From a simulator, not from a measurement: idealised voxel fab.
Process module, titled voxel fin reveal
This is section cut - it's 185 nm across, gridded in 5 nm square cells.
Reading order for cross-sections: top band down to bottom band. Underlying form: a grid of square cells. Band size: one or more rows of cells.
Heights first: top, then bottom, in nm. Then materials, left to right, each with a width in nm. "full width" on a single material: fills the band edge to edge. "empty": empty space.
We count height from 0. Below that, the starting wafer is all one material. The lowest band never ends at the bottom but goes on down; see "0 down" for how that is written.
The two numbers in a width such as "30 to 40" mark its ends across the band: the first belongs to the top row of cells, the second to the bottom row, and from each row to the next the width moves by the same amount.
No cell of the cross-section changed in a step that is given as "remained the same".
Entry "Enclosed void listing" = empty spaces >= 8 cells with no open way to the top; each as width x height at distance, distance from left edge, all nm.
Formally, on a step line, whatever follows the settings is a remark that the simulator itself makes on the step.
overlay nm: step with mask; distance mask lay right of planned place; negative value = left of planned place.
Process steps foreseen in the plan
1. RECEIVE (material Si)
2. CONFORMAL_DEP (material SiN; thk nm 5)
3. MASKED_ETCH (tone cover; mask id FINS; width nm 15; pitch nm 45; etch materials SiN; depth nm 5; overlay nm 0)
4. MASKED_ETCH (tone cover; mask id FINS; width nm 15; pitch nm 45; etch materials Si; depth nm 40; overlay nm 0)
5. OXIDIZE (depth nm 5)
6. FILL_DEP (material SiO2; thk nm 5)
7. CMP (height nm 5)
8. SELECTIVE_ETCH (etch materials SiO2; depth nm 25)
9. STRIP (etch materials SiN)
Cross-sectional view of the wafer in its as-received condition, corresponding to the state after step 1
  0 down  Si full width
  Enclosed void listing: none
End-of-module cross-section of the first of two wafers, processed as planned
  0 to -20  empty: 20, then Si: 5, then empty: 40, then Si: 5, then empty: 40, then Si: 5, then empty: 40, then Si: 5, then empty: 25
  -20 to -45  SiO2: 20, then Si: 5, then SiO2: 40, then Si: 5, then SiO2: 40, then Si: 5, then SiO2: 40, then Si: 5, then SiO2: 25
  -45 down  Si full width
  Enclosed void listing: none
The second wafer, shown in cross-section after the module: started the same way as the first and given the same plan, yet one mistake crept into how it was run
  0 to -45  empty: 20, then Si: 5, then empty: 40, then Si: 5, then empty: 40, then Si: 5, then empty: 40, then Si: 5, then empty: 25
  -45 down  Si full width
  Enclosed void listing: none
What went wrong in running the wafer? twice over, step 8 of the plan was run
Per the end-of-run cell counts, the second wafer holds more or fewer of some materials than the first: SiO2: 165 fewer
